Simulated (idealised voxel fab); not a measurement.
This is a process module. Its name is voxel transistor to metal.
The width of the displayed cross-section, cut, is 190 nm; its cells are square, with a size of 5 nm.
Cross-section layout: square cells on a grid; listed as bands, top to bottom; a band spans one or more cell rows. In this notation a band is specified by the heights of its top and bottom, in that order and in nm, after which its materials appear from left to right, each paired with its width in nm. The word "throughout" attached to a single material means that material fills the band from edge to edge; the word "empty" stands for empty space. Heights are expressed relative to 0, this being the level below which the as-received wafer comprises one material exclusively. The lowest band is unbounded in the downward direction and is denoted as in "from 0 down". The two numbers in a width such as "30..40" mark its ends across the band: the first belongs to the top row of cells, the second to the bottom row, and from each row to the next the width moves by the same amount. Step marked "no modification"? Then no cell in the cross-section changed in it. Closed cavity list: empty space of 8 cells or more with no open way to the top, each as width x height at its distance from the left edge, in nm. Where a step's line continues beyond its settings, the continuation is a remark by the simulator itself on that step. The setting "overlay nm" may be written on the line of a step. When the step uses a mask, the value reports how far to the right of the planned place the mask lay, and a negative value reports that it lay to the left. Note on reading: below, each pair holds a cross-section from before one process step and one from after it; the one from after shows only down to the lowest band that changed. Beneath the pair, the step in between is stated along with its settings. The pairs can stem from different runs of this module on the same starting wafer. Where a pair's entry headed "Status before step" says so, and only there, that pair continues from the pair above it.

Status before step
* from 0 down: Si throughout
* Closed cavity list: none

Section After Processing
* from 5 to 0: SiO2 throughout
* Everything under 0 stays put, no change at all.
* Closed cavity list: none
Process step (between the before and after cross-sections above): CONFORMAL_DEP, material SiO2, thk nm 5

Status before step: carried over from the after image of the pair right above.

Section After Processing
* from 20 to 5: SiN throughout
* Everything under 5 stays put, no change at all.
* Closed cavity list: none
Process step (between the before and after cross-sections above): CONFORMAL_DEP, material SiN, thk nm 15

Status before step: carried over from the after image of the pair right above.

Section After Processing
* from 40 to 20: empty 35, then resist 115, then empty 40
* Everything under 20 stays put, no change at all.
* Closed cavity list: none
Process step (between the before and after cross-sections above): PATTERN, tone cover, mask id ACTIVE, material resist, width nm 115, thk nm 20, overlay nm 0

Status before step: carried over from the after image of the pair right above.

Section After Processing
* from 40 to 20: empty 35, then resist 115, then empty 40
* from 20 to 5: empty 35, then SiN 115, then empty 40
* Everything under 5 stays put, no change at all.
* Closed cavity list: none
Process step (between the before and after cross-sections above): DIRECTIONAL_ETCH, etch materials SiN, depth nm 15

Status before step: carried over from the after image of the pair right above.

Section After Processing
* from 40 to 20: empty 35, then resist 115, then empty 40
* from 20 to 5: empty 35, then SiN 115, then empty 40
* from 5 to 0: empty 35, then SiO2 115, then empty 40
* Everything under 0 stays put, no change at all.
* Closed cavity list: none
Process step (between the before and after cross-sections above): DIRECTIONAL_ETCH, etch materials SiO2, depth nm 5

Status before step: carried over from the after image of the pair right above.

Section After Processing
* from 40 to 20: empty 35, then resist 115, then empty 40
* from 20 to 5: empty 35, then SiN 115, then empty 40
* from 5 to 0: empty 35, then SiO2 115, then empty 40
* from 0 to -35: empty 35, then Si 115, then empty 40
* Everything under -35 stays put, no change at all.
* Closed cavity list: none
Process step (between the before and after cross-sections above): DIRECTIONAL_ETCH, etch materials Si, depth nm 35

Status before step: carried over from the after image of the pair right above.

Section After Processing
* from 20 to 5: empty 35, then SiN 115, then empty 40
* Everything under 5 stays put, no change at all.
* Closed cavity list: none
Process step (between the before and after cross-sections above): STRIP, etch materials resist

Status before step: carried over from the after image of the pair right above.

Section After Processing
* from 30 to 20: SiO2 throughout
* from 20 to 5: SiO2 35, then SiN 115, then SiO2 40
* from 5 to 0: SiO2 throughout
* from 0 to -35: SiO2 35, then Si 115, then SiO2 40
* Everything under -35 stays put, no change at all.
* Closed cavity list: none
Process step (between the before and after cross-sections above): FILL_DEP, material SiO2, thk nm 10

Status before step: carried over from the after image of the pair right above.

Section After Processing
* from 20 to 5: SiO2 35, then SiN 115, then SiO2 40
* Everything under 5 stays put, no change at all.
* Closed cavity list: none
Process step (between the before and after cross-sections above): CMP, height nm 20

Status before step: carried over from the after image of the pair right above.

Section After Processing
* from 20 to 5: empty 35, then SiN 115, then empty 40
* Everything under 5 stays put, no change at all.
* Closed cavity list: none
Process step (between the before and after cross-sections above): SELECTIVE_ETCH, etch materials SiO2, depth nm 15

Status before step: carried over from the after image of the pair right above.

Section After Processing
* from 5 to 0: SiO2 throughout
* Everything under 0 stays put, no change at all.
* Closed cavity list: none
Process step (between the before and after cross-sections above): STRIP, etch materials SiN

Status before step: carried over from the after image of the pair right above.

Section After Processing
* from 0 to -35: SiO2 35, then Si 115, then SiO2 40
* Everything under -35 stays put, no change at all.
* Closed cavity list: none
Process step (between the before and after cross-sections above): SELECTIVE_ETCH, etch materials SiO2, depth nm 5

Status before step: carried over from the after image of the pair right above.

Section After Processing
* from 0 to -5: SiO2 throughout
* Everything under -5 stays put, no change at all.
* Closed cavity list: none
Process step (between the before and after cross-sections above): OXIDIZE, depth nm 5

Status before step: carried over from the after image of the pair right above.

Section After Processing
* from 25 to 0: polySi throughout
* Everything under 0 stays put, no change at all.
* Closed cavity list: none
Process step (between the before and after cross-sections above): DIRECTIONAL_DEP, material polySi, thk nm 25

Status before step: carried over from the after image of the pair right above.

Section After Processing
* from 40 to 25: SiCN throughout
* Everything under 25 stays put, no change at all.
* Closed cavity list: none
Process step (between the before and after cross-sections above): DIRECTIONAL_DEP, material SiCN, thk nm 15

Status before step: carried over from the after image of the pair right above.

Section After Processing
* from 55 to 40: aC throughout
* Everything under 40 stays put, no change at all.
* Closed cavity list: none
Process step (between the before and after cross-sections above): DIRECTIONAL_DEP, material aC, thk nm 15

Status before step: carried over from the after image of the pair right above.

Section After Processing
* from 85 to 55: empty 80, then resist 25, then empty 85
* Everything under 55 stays put, no change at all.
* Closed cavity list: none
Process step (between the before and after cross-sections above): PATTERN, tone cover, mask id GATE, material resist, width nm 25, thk nm 30, overlay nm 0

Status before step: carried over from the after image of the pair right above.

Section After Processing
* from 70 to 55: empty 80, then resist 25, then empty 85
* from 55 to 40: empty 80, then aC 25, then empty 85
* Everything under 40 stays put, no change at all.
* Closed cavity list: none
Process step (between the before and after cross-sections above): DIRECTIONAL_ETCH, etch materials aC, depth nm 15

Status before step: carried over from the after image of the pair right above.

Section After Processing
* from 55 to 40: empty 80, then aC 25, then empty 85
* Everything under 40 stays put, no change at all.
* Closed cavity list: none
Process step (between the before and after cross-sections above): STRIP, etch materials resist

Status before step: carried over from the after image of the pair right above.

Section After Processing
* from 55 to 40: empty 80, then aC 25, then empty 85
* from 40 to 25: empty 80, then SiCN 25, then empty 85
* Everything under 25 stays put, no change at all.
* Closed cavity list: none
Process step (between the before and after cross-sections above): DIRECTIONAL_ETCH, etch materials SiCN, depth nm 25

Status before step: carried over from the after image of the pair right above.

Section After Processing
* from 55 to 40: empty 80, then aC 25, then empty 85
* from 40 to 25: empty 80, then SiCN 25, then empty 85
* from 25 to 0: empty 80, then polySi 25, then empty 85
* Everything under 0 stays put, no change at all.
* Closed cavity list: none
Process step (between the before and after cross-sections above): DIRECTIONAL_ETCH, etch materials polySi, depth nm 35

Status before step: carried over from the after image of the pair right above.

Section After Processing
* from 40 to 25: empty 80, then SiCN 25, then empty 85
* Everything under 25 stays put, no change at all.
* Closed cavity list: none
Process step (between the before and after cross-sections above): STRIP, etch materials aC

Status before step: carried over from the after image of the pair right above.

Section After Processing
* from 45 to 40: empty 75, then SiO2 35, then empty 80
* from 40 to 25: empty 75, then SiO2 5, then SiCN 25, then SiO2 5, then empty 80
* from 25 to 5: empty 75, then SiO2 5, then polySi 25, then SiO2 5, then empty 80
* from 5 to 0: SiO2 80, then polySi 25, then SiO2 85
* Everything under 0 stays put, no change at all.
* Closed cavity list: none
Process step (between the before and after cross-sections above): CONFORMAL_DEP, material SiO2, thk nm 5

Status before step: carried over from the after image of the pair right above.

Section After Processing
* from 40 to 25: empty 75, then SiO2 5, then SiCN 25, then SiO2 5, then empty 80
* from 25 to 0: empty 75, then SiO2 5, then polySi 25, then SiO2 5, then empty 80
* Everything under 0 stays put, no change at all.
* Closed cavity list: none
Process step (between the before and after cross-sections above): DIRECTIONAL_ETCH, etch materials SiO2, depth nm 5

Status before step: carried over from the after image of the pair right above.

Section After Processing
* from 50 to 40: empty 65, then SiN 55, then empty 70
* from 40 to 25: empty 65, then SiN 10, then SiO2 5, then SiCN 25, then SiO2 5, then SiN 10, then empty 70
* from 25 to 10: empty 65, then SiN 10, then SiO2 5, then polySi 25, then SiO2 5, then SiN 10, then empty 70
* from 10 to 0: SiN 75, then SiO2 5, then polySi 25, then SiO2 5, then SiN 80
* Everything under 0 stays put, no change at all.
* Closed cavity list: none
Process step (between the before and after cross-sections above): CONFORMAL_DEP, material SiN, thk nm 10

Status before step: carried over from the after image of the pair right above.

Section After Processing
* from 40 to 25: empty 65, then SiN 10, then SiO2 5, then SiCN 25, then SiO2 5, then SiN 10, then empty 70
* from 25 to 0: empty 65, then SiN 10, then SiO2 5, then polySi 25, then SiO2 5, then SiN 10, then empty 70
* Everything under 0 stays put, no change at all.
* Closed cavity list: none
Process step (between the before and after cross-sections above): DIRECTIONAL_ETCH, etch materials SiN, depth nm 10

Status before step: carried over from the after image of the pair right above.

Section After Processing
* from 40 to 35: empty 65, then SiN 10, then empty 5, then SiCN 25, then empty 5, then SiN 10, then empty 70
* from 35 to 25: empty 65, then SiN 10, then SiO2 5, then SiCN 25, then SiO2 5, then SiN 10, then empty 70
* from 25 to 0: empty 65, then SiN 10, then SiO2 5, then polySi 25, then SiO2 5, then SiN 10, then empty 70
* from 0 to -5: empty 65, then SiO2 55, then empty 70
* Everything under -5 stays put, no change at all.
* Closed cavity list: none
Process step (between the before and after cross-sections above): DIRECTIONAL_ETCH, etch materials SiO2, depth nm 5

Status before step: carried over from the after image of the pair right above.

Section After Processing
* from 40 to 35: empty 65, then SiN 10, then empty 5, then SiCN 25, then empty 5, then SiN 10, then empty 70
* from 35 to 25: empty 65, then SiN 10, then SiO2 5, then SiCN 25, then SiO2 5, then SiN 10, then empty 70
* from 25 to 0: empty 65, then SiN 10, then SiO2 5, then polySi 25, then SiO2 5, then SiN 10, then empty 70
* from 0 to -5: empty 30, then nSi 35, then SiO2 55, then nSi 35, then empty 35
* Everything under -5 stays put, no change at all.
* Closed cavity list: none
Process step (between the before and after cross-sections above): EPI, material nSi, thk nm 5

Status before step: carried over from the after image of the pair right above.

Section After Processing
* from 50 to 40: SiO2 throughout
* from 40 to 25: SiO2 65, then SiN 10, then SiO2 5, then SiCN 25, then SiO2 5, then SiN 10, then SiO2 70
* from 25 to 0: SiO2 65, then SiN 10, then SiO2 5, then polySi 25, then SiO2 5, then SiN 10, then SiO2 70
* from 0 to -5: SiO2 30, then nSi 35, then SiO2 55, then nSi 35, then SiO2 35
* Everything under -5 stays put, no change at all.
* Closed cavity list: none
Process step (between the before and after cross-sections above): FILL_DEP, material SiO2, thk nm 10

Status before step: carried over from the after image of the pair right above.

Section After Processing
* from 40 to 25: SiO2 65, then SiN 10, then SiO2 5, then SiCN 25, then SiO2 5, then SiN 10, then SiO2 70
* Everything under 25 stays put, no change at all.
* Closed cavity list: none
Process step (between the before and after cross-sections above): CMP, height nm 40

Status before step: carried over from the after image of the pair right above.

Section After Processing
* from 50 to 40: SiO2 throughout
* Everything under 40 stays put, no change at all.
* Closed cavity list: none
Process step (between the before and after cross-sections above): DIRECTIONAL_DEP, material SiO2, thk nm 10

Status before step: carried over from the after image of the pair right above.

Section After Processing
* from 60 to 50: aC throughout
* Everything under 50 stays put, no change at all.
* Closed cavity list: none
Process step (between the before and after cross-sections above): DIRECTIONAL_DEP, material aC, thk nm 10

Status before step: carried over from the after image of the pair right above.

Section After Processing
* from 85 to 60: resist 45, then empty 20, then resist 55, then empty 20, then resist 50
* Everything under 60 stays put, no change at all.
* Closed cavity list: none
Process step (between the before and after cross-sections above): PATTERN, tone open, mask id CONTACT, material resist, width nm 20, pitch nm 75, thk nm 25, overlay nm 0

Status before step: carried over from the after image of the pair right above.

Section After Processing
* from 75 to 60: resist 45, then empty 20, then resist 55, then empty 20, then resist 50
* from 60 to 50: aC 45, then empty 20, then aC 55, then empty 20, then aC 50
* Everything under 50 stays put, no change at all.
* Closed cavity list: none
Process step (between the before and after cross-sections above): DIRECTIONAL_ETCH, etch materials aC, depth nm 10

Status before step: carried over from the after image of the pair right above.

Section After Processing
* from 60 to 50: aC 45, then empty 20, then aC 55, then empty 20, then aC 50
* Everything under 50 stays put, no change at all.
* Closed cavity list: none
Process step (between the before and after cross-sections above): STRIP, etch materials resist

Status before step: carried over from the after image of the pair right above.

Section After Processing
* from 60 to 50: aC 45, then empty 20, then aC 55, then empty 20, then aC 50
* from 50 to 40: SiO2 45, then empty 20, then SiO2 55, then empty 20, then SiO2 50
* from 40 to 25: SiO2 45, then empty 20, then SiN 10, then SiO2 5, then SiCN 25, then SiO2 5, then SiN 10, then empty 20, then SiO2 50
* from 25 to 0: SiO2 45, then empty 20, then SiN 10, then SiO2 5, then polySi 25, then SiO2 5, then SiN 10, then empty 20, then SiO2 50
* Everything under 0 stays put, no change at all.
* Closed cavity list: none
Process step (between the before and after cross-sections above): DIRECTIONAL_ETCH, etch materials SiO2, depth nm 50

Status before step: carried over from the after image of the pair right above.

Section After Processing
* from 50 to 40: SiO2 45, then empty 20, then SiO2 55, then empty 20, then SiO2 50
* Everything under 40 stays put, no change at all.
* Closed cavity list: none
Process step (between the before and after cross-sections above): STRIP, etch materials aC

Status before step: carried over from the after image of the pair right above.

Section After Processing
* from 55 to 50: TiN 50, then empty 10, then TiN 65, then empty 10, then TiN 55
* from 50 to 40: SiO2 45, then TiN 5, then empty 10, then TiN 5, then SiO2 55, then TiN 5, then empty 10, then TiN 5, then SiO2 50
* from 40 to 25: SiO2 45, then TiN 5, then empty 10, then TiN 5, then SiN 10, then SiO2 5, then SiCN 25, then SiO2 5, then SiN 10, then TiN 5, then empty 10, then TiN 5, then SiO2 50
* from 25 to 5: SiO2 45, then TiN 5, then empty 10, then TiN 5, then SiN 10, then SiO2 5, then polySi 25, then SiO2 5, then SiN 10, then TiN 5, then empty 10, then TiN 5, then SiO2 50
* from 5 to 0: SiO2 45, then TiN 20, then SiN 10, then SiO2 5, then polySi 25, then SiO2 5, then SiN 10, then TiN 20, then SiO2 50
* Everything under 0 stays put, no change at all.
* Closed cavity list: none
Process step (between the before and after cross-sections above): CONFORMAL_DEP, material TiN, thk nm 5

Status before step: carried over from the after image of the pair right above.

Section After Processing
* from 60 to 55: Ru throughout
* from 55 to 50: TiN 50, then Ru 10, then TiN 65, then Ru 10, then TiN 55
* from 50 to 40: SiO2 45, then TiN 5, then Ru 10, then TiN 5, then SiO2 55, then TiN 5, then Ru 10, then TiN 5, then SiO2 50
* from 40 to 25: SiO2 45, then TiN 5, then Ru 10, then TiN 5, then SiN 10, then SiO2 5, then SiCN 25, then SiO2 5, then SiN 10, then TiN 5, then Ru 10, then TiN 5, then SiO2 50
* from 25 to 5: SiO2 45, then TiN 5, then Ru 10, then TiN 5, then SiN 10, then SiO2 5, then polySi 25, then SiO2 5, then SiN 10, then TiN 5, then Ru 10, then TiN 5, then SiO2 50
* Everything under 5 stays put, no change at all.
* Closed cavity list: none
Process step (between the before and after cross-sections above): FILL_DEP, material Ru, thk nm 5

Status before step: carried over from the after image of the pair right above.

Section After Processing
* from 50 to 40: SiO2 45, then TiN 5, then Ru 10, then TiN 5, then SiO2 55, then TiN 5, then Ru 10, then TiN 5, then SiO2 50
* Everything under 40 stays put, no change at all.
* Closed cavity list: none
Process step (between the before and after cross-sections above): CMP, height nm 50

Status before step: carried over from the after image of the pair right above.

Section After Processing
* from 55 to 50: TiN throughout
* Everything under 50 stays put, no change at all.
* Closed cavity list: none
Process step (between the before and after cross-sections above): DIRECTIONAL_DEP, material TiN, thk nm 5

Status before step: carried over from the after image of the pair right above.

Section After Processing
* from 75 to 55: W throughout
* Everything under 55 stays put, no change at all.
* Closed cavity list: none
Process step (between the before and after cross-sections above): DIRECTIONAL_DEP, material W, thk nm 20

Status before step: carried over from the after image of the pair right above.

Section After Processing
* from 75 to 55: empty 45, then W 20, then empty 55, then W 20, then empty 50
* Everything under 55 stays put, no change at all.
* Closed cavity list: none
Process step (between the before and after cross-sections above): MASKED_ETCH, tone cover, mask id METAL_1, width nm 20, pitch nm 75, etch materials W, depth nm 20, overlay nm 0

Status before step: carried over from the after image of the pair right above.

Section After Processing
* from 75 to 55: empty 45, then W 20, then empty 55, then W 20, then empty 50
* from 55 to 50: empty 45, then TiN 20, then empty 55, then TiN 20, then empty 50
* Everything under 50 stays put, no change at all.
* Closed cavity list: none
Process step (between the before and after cross-sections above): MASKED_ETCH, tone cover, mask id METAL_1, width nm 20, pitch nm 75, etch materials TiN, depth nm 5, overlay nm 0

Status before step: carried over from the after image of the pair right above.

Section After Processing
* from 80 to 75: SiO2 throughout
* from 75 to 55: SiO2 45, then W 20, then SiO2 55, then W 20, then SiO2 50
* from 55 to 50: SiO2 45, then TiN 20, then SiO2 55, then TiN 20, then SiO2 50
* Everything under 50 stays put, no change at all.
* Closed cavity list: none
Process step (between the before and after cross-sections above): FILL_DEP, material SiO2, thk nm 5

Status before step: carried over from the after image of the pair right above.

Section After Processing
* from 75 to 55: SiO2 45, then W 20, then SiO2 55, then W 20, then SiO2 50
* Everything under 55 stays put, no change at all.
* Closed cavity list: none
Process step (between the before and after cross-sections above): CMP, height nm 75

Status before step: carried over from the after image of the pair right above.

Section After Processing
* from 80 to 75: SiCN throughout
* Everything under 75 stays put, no change at all.
* Closed cavity list: none
Process step (between the before and after cross-sections above): CONFORMAL_DEP, material SiCN, thk nm 5

Status before step: carried over from the after image of the pair right above.

Section After Processing
* from 115 to 80: lowk throughout
* Everything under 80 stays put, no change at all.
* Closed cavity list: none
Process step (between the before and after cross-sections above): DIRECTIONAL_DEP, material lowk, thk nm 35

Status before step: carried over from the after image of the pair right above.

Section After Processing
* from 115 to 95: lowk 45, then empty 20, then lowk 55, then empty 20, then lowk 50
* Everything under 95 stays put, no change at all.
* Closed cavity list: none
Process step (between the before and after cross-sections above): MASKED_ETCH, tone open, mask id METAL_2, width nm 20, pitch nm 75, etch materials lowk, depth nm 20, overlay nm 0

Status before step: carried over from the after image of the pair right above.

Section After Processing
* from 130 to 115: resist 45, then empty 15, then resist 60, then empty 15, then resist 55
* from 115 to 95: lowk 45, then empty 15, then resist 5, then lowk 55, then empty 15, then resist 5, then lowk 50
* Everything under 95 stays put, no change at all.
* Closed cavity list: none
Process step (between the before and after cross-sections above): PATTERN, tone open, mask id METAL_2_HOLES, material resist, width nm 15, pitch nm 75, thk nm 15, overlay nm 0

Status before step: carried over from the after image of the pair right above.

Section After Processing
* from 130 to 115: resist 45, then empty 15, then resist 60, then empty 15, then resist 55
* from 115 to 95: lowk 45, then empty 15, then resist 5, then lowk 55, then empty 15, then resist 5, then lowk 50
* from 95 to 80: lowk 45, then empty 15, then lowk 60, then empty 15, then lowk 55
* Everything under 80 stays put, no change at all.
* Closed cavity list: none
Process step (between the before and after cross-sections above): DIRECTIONAL_ETCH, etch materials lowk, depth nm 15

Status before step: carried over from the after image of the pair right above.

Section After Processing
* from 130 to 115: resist 45, then empty 15, then resist 60, then empty 15, then resist 55
* from 115 to 95: lowk 45, then empty 15, then resist 5, then lowk 55, then empty 15, then resist 5, then lowk 50
* from 95 to 80: lowk 45, then empty 15, then lowk 60, then empty 15, then lowk 55
* from 80 to 75: SiCN 45, then empty 15, then SiCN 60, then empty 15, then SiCN 55
* Everything under 75 stays put, no change at all.
* Closed cavity list: none
Process step (between the before and after cross-sections above): DIRECTIONAL_ETCH, etch materials SiCN, depth nm 5

Status before step: carried over from the after image of the pair right above.

Section After Processing
* from 115 to 95: lowk 45, then empty 20, then lowk 55, then empty 20, then lowk 50
* Everything under 95 stays put, no change at all.
* Closed cavity list: none
Process step (between the before and after cross-sections above): STRIP, etch materials resist

Status before step: carried over from the after image of the pair right above.

Section After Processing
* from 120 to 115: TiN 50, then empty 10, then TiN 65, then empty 10, then TiN 55
* from 115 to 100: lowk 45, then TiN 5, then empty 10, then TiN 5, then lowk 55, then TiN 5, then empty 10, then TiN 5, then lowk 50
* from 100 to 95: lowk 45, then TiN 5, then empty 5, then TiN 10, then lowk 55, then TiN 5, then empty 5, then TiN 10, then lowk 50
* from 95 to 80: lowk 45, then TiN 5, then empty 5, then TiN 5, then lowk 60, then TiN 5, then empty 5, then TiN 5, then lowk 55
* from 80 to 75: SiCN 45, then TiN 15, then SiCN 60, then TiN 15, then SiCN 55
* Everything under 75 stays put, no change at all.
* Closed cavity list: none
Process step (between the before and after cross-sections above): CONFORMAL_DEP, material TiN, thk nm 5

Status before step: carried over from the after image of the pair right above.

Section After Processing
* from 130 to 120: Ru throughout
* from 120 to 115: TiN 50, then Ru 10, then TiN 65, then Ru 10, then TiN 55
* from 115 to 100: lowk 45, then TiN 5, then Ru 10, then TiN 5, then lowk 55, then TiN 5, then Ru 10, then TiN 5, then lowk 50
* from 100 to 95: lowk 45, then TiN 5, then Ru 5, then TiN 10, then lowk 55, then TiN 5, then Ru 5, then TiN 10, then lowk 50
* from 95 to 80: lowk 45, then TiN 5, then Ru 5, then TiN 5, then lowk 60, then TiN 5, then Ru 5, then TiN 5, then lowk 55
* Everything under 80 stays put, no change at all.
* Closed cavity list: none
Process step (between the before and after cross-sections above): FILL_DEP, material Ru, thk nm 10

Status before step: carried over from the after image of the pair right above.

Section After Processing
* from 115 to 100: lowk 45, then TiN 5, then Ru 10, then TiN 5, then lowk 55, then TiN 5, then Ru 10, then TiN 5, then lowk 50
* Everything under 100 stays put, no change at all.
* Closed cavity list: none
Process step (between the before and after cross-sections above): CMP, height nm 115

Status before step: carried over from the after image of the pair right above.

Section After Processing
* from 120 to 115: SiCN throughout
* Everything under 115 stays put, no change at all.
* Closed cavity list: none
Process step (between the before and after cross-sections above): CONFORMAL_DEP, material SiCN, thk nm 5

Status before step
* from 0 down: Si throughout
* Closed cavity list: none

Section After Processing
* from 15 to 0: SiN throughout
* Everything under 0 stays put, no change at all.
* Closed cavity list: none
Process step (between the before and after cross-sections above): CONFORMAL_DEP, material SiN, thk nm 15

Status before step: carried over from the after image of the pair right above.

Section After Processing
* from 35 to 15: empty 35, then resist 115, then empty 40
* Everything under 15 stays put, no change at all.
* Closed cavity list: none
Process step (between the before and after cross-sections above): PATTERN, tone cover, mask id ACTIVE, material resist, width nm 115, thk nm 20, overlay nm 0

Status before step: carried over from the after image of the pair right above.

Section After Processing
* from 35 to 15: empty 35, then resist 115, then empty 40
* from 15 to 0: empty 35, then SiN 115, then empty 40
* Everything under 0 stays put, no change at all.
* Closed cavity list: none
Process step (between the before and after cross-sections above): DIRECTIONAL_ETCH, etch materials SiN, depth nm 15

Status before step: carried over from the after image of the pair right above.

Section After Processing
* from 35 to 15: empty 35, then resist 115, then empty 40
* from 15 to 0: empty 35, then SiN 115, then empty 40
* from 0 to -35: empty 35, then Si 115, then empty 40
* Everything under -35 stays put, no change at all.
* Closed cavity list: none
Process step (between the before and after cross-sections above): DIRECTIONAL_ETCH, etch materials Si, depth nm 35

Status before step: carried over from the after image of the pair right above.

Section After Processing
* from 15 to 0: empty 35, then SiN 115, then empty 40
* Everything under 0 stays put, no change at all.
* Closed cavity list: none
Process step (between the before and after cross-sections above): STRIP, etch materials resist

Status before step: carried over from the after image of the pair right above.

Section After Processing
* from 25 to 15: SiO2 throughout
* from 15 to 0: SiO2 35, then SiN 115, then SiO2 40
* from 0 to -35: SiO2 35, then Si 115, then SiO2 40
* Everything under -35 stays put, no change at all.
* Closed cavity list: none
Process step (between the before and after cross-sections above): FILL_DEP, material SiO2, thk nm 10

Status before step: carried over from the after image of the pair right above.

Section After Processing
* from 20 to 15: SiO2 throughout
* Everything under 15 stays put, no change at all.
* Closed cavity list: none
Process step (between the before and after cross-sections above): CMP, height nm 20

Status before step: carried over from the after image of the pair right above.

Section After Processing
* from 15 to 5: empty 35, then SiN 115, then empty 40
* Everything under 5 stays put, no change at all.
* Closed cavity list: none
Process step (between the before and after cross-sections above): SELECTIVE_ETCH, etch materials SiO2, depth nm 15

Status before step: carried over from the after image of the pair right above.

Section After Processing
* from 5 to 0: SiO2 35, then empty 115, then SiO2 40
* Everything under 0 stays put, no change at all.
* Closed cavity list: none
Process step (between the before and after cross-sections above): STRIP, etch materials SiN

Status before step: carried over from the after image of the pair right above.

Section After Processing
* from 0 to -5: SiO2 30, then empty 5, then Si 115, then empty 5, then SiO2 35
* Everything under -5 stays put, no change at all.
* Closed cavity list: none
Process step (between the before and after cross-sections above): SELECTIVE_ETCH, etch materials SiO2, depth nm 5

Status before step: carried over from the after image of the pair right above.

Section After Processing
* from 0 to -5: SiO2 30, then empty 5, then SiO2 115, then empty 5, then SiO2 35
* from -5 to -10: SiO2 40, then Si 105, then SiO2 45
* Everything under -10 stays put, no change at all.
* Closed cavity list: none
Process step (between the before and after cross-sections above): OXIDIZE, depth nm 5

Status before step: carried over from the after image of the pair right above.

Section After Processing
* from 25 to 20: polySi 30, then empty 5, then polySi 115, then empty 5, then polySi 35
* from 20 to 0: polySi throughout
* from 0 to -5: SiO2 30, then polySi 5, then SiO2 115, then polySi 5, then SiO2 35
* Everything under -5 stays put, no change at all.
* Closed cavity list: none
Process step (between the before and after cross-sections above): DIRECTIONAL_DEP, material polySi, thk nm 25

Status before step: carried over from the after image of the pair right above.

Section After Processing
* from 40 to 35: SiCN 30, then empty 5, then SiCN 115, then empty 5, then SiCN 35
* from 35 to 25: SiCN throughout
* from 25 to 20: polySi 30, then SiCN 5, then polySi 115, then SiCN 5, then polySi 35
* Everything under 20 stays put, no change at all.
* Closed cavity list: none
Process step (between the before and after cross-sections above): DIRECTIONAL_DEP, material SiCN, thk nm 15

Status before step: carried over from the after image of the pair right above.

Section After Processing
* from 55 to 50: aC 30, then empty 5, then aC 115, then empty 5, then aC 35
* from 50 to 40: aC throughout
* from 40 to 35: SiCN 30, then aC 5, then SiCN 115, then aC 5, then SiCN 35
* Everything under 35 stays put, no change at all.
* Closed cavity list: none
Process step (between the before and after cross-sections above): DIRECTIONAL_DEP, material aC, thk nm 15

Status before step: carried over from the after image of the pair right above.

Section After Processing
* from 85 to 55: empty 80, then resist 25, then empty 85
* Everything under 55 stays put, no change at all.
* Closed cavity list: none
Process step (between the before and after cross-sections above): PATTERN, tone cover, mask id GATE, material resist, width nm 25, thk nm 30, overlay nm 0

Status before step: carried over from the after image of the pair right above.

Section After Processing
* from 70 to 55: empty 80, then resist 25, then empty 85
* from 55 to 40: empty 80, then aC 25, then empty 85
* from 40 to 35: SiCN 30, then empty 5, then SiCN 115, then empty 5, then SiCN 35
* Everything under 35 stays put, no change at all.
* Closed cavity list: none
Process step (between the before and after cross-sections above): DIRECTIONAL_ETCH, etch materials aC, depth nm 15

Status before step: carried over from the after image of the pair right above.

Section After Processing
* from 55 to 40: empty 80, then aC 25, then empty 85
* Everything under 40 stays put, no change at all.
* Closed cavity list: none
Process step (between the before and after cross-sections above): STRIP, etch materials resist

Status before step: carried over from the after image of the pair right above.

Section After Processing
* from 55 to 40: empty 80, then aC 25, then empty 85
* from 40 to 25: empty 80, then SiCN 25, then empty 85
* from 25 to 20: polySi 30, then empty 5, then polySi 115, then empty 5, then polySi 35
* Everything under 20 stays put, no change at all.
* Closed cavity list: none
Process step (between the before and after cross-sections above): DIRECTIONAL_ETCH, etch materials SiCN, depth nm 25

Status before step: carried over from the after image of the pair right above.

Section After Processing
* from 55 to 40: empty 80, then aC 25, then empty 85
* from 40 to 25: empty 80, then SiCN 25, then empty 85
* from 25 to 0: empty 80, then polySi 25, then empty 85
* from 0 to -5: SiO2 30, then empty 5, then SiO2 115, then empty 5, then SiO2 35
* Everything under -5 stays put, no change at all.
* Closed cavity list: none
Process step (between the before and after cross-sections above): DIRECTIONAL_ETCH, etch materials polySi, depth nm 35

Status before step: carried over from the after image of the pair right above.

Section After Processing
* from 40 to 25: empty 80, then SiCN 25, then empty 85
* Everything under 25 stays put, no change at all.
* Closed cavity list: none
Process step (between the before and after cross-sections above): STRIP, etch materials aC

Status before step: carried over from the after image of the pair right above.

Section After Processing
* from 45 to 40: empty 75, then SiO2 35, then empty 80
* from 40 to 25: empty 75, then SiO2 5, then SiCN 25, then SiO2 5, then empty 80
* from 25 to 5: empty 75, then SiO2 5, then polySi 25, then SiO2 5, then empty 80
* from 5 to 0: SiO2 80, then polySi 25, then SiO2 85
* from 0 to -5: SiO2 throughout
* Everything under -5 stays put, no change at all.
* Closed cavity list: none
Process step (between the before and after cross-sections above): CONFORMAL_DEP, material SiO2, thk nm 5

Status before step: carried over from the after image of the pair right above.

Section After Processing
* from 40 to 25: empty 75, then SiO2 5, then SiCN 25, then SiO2 5, then empty 80
* from 25 to 0: empty 75, then SiO2 5, then polySi 25, then SiO2 5, then empty 80
* Everything under 0 stays put, no change at all.
* Closed cavity list: none
Process step (between the before and after cross-sections above): DIRECTIONAL_ETCH, etch materials SiO2, depth nm 5

Status before step: carried over from the after image of the pair right above.

Section After Processing
* from 50 to 40: empty 65, then SiN 55, then empty 70
* from 40 to 25: empty 65, then SiN 10, then SiO2 5, then SiCN 25, then SiO2 5, then SiN 10, then empty 70
* from 25 to 10: empty 65, then SiN 10, then SiO2 5, then polySi 25, then SiO2 5, then SiN 10, then empty 70
* from 10 to 0: SiN 75, then SiO2 5, then polySi 25, then SiO2 5, then SiN 80
* Everything under 0 stays put, no change at all.
* Closed cavity list: none
Process step (between the before and after cross-sections above): CONFORMAL_DEP, material SiN, thk nm 10

Status before step: carried over from the after image of the pair right above.

Section After Processing
* from 40 to 25: empty 65, then SiN 10, then SiO2 5, then SiCN 25, then SiO2 5, then SiN 10, then empty 70
* from 25 to 0: empty 65, then SiN 10, then SiO2 5, then polySi 25, then SiO2 5, then SiN 10, then empty 70
* Everything under 0 stays put, no change at all.
* Closed cavity list: none
Process step (between the before and after cross-sections above): DIRECTIONAL_ETCH, etch materials SiN, depth nm 10
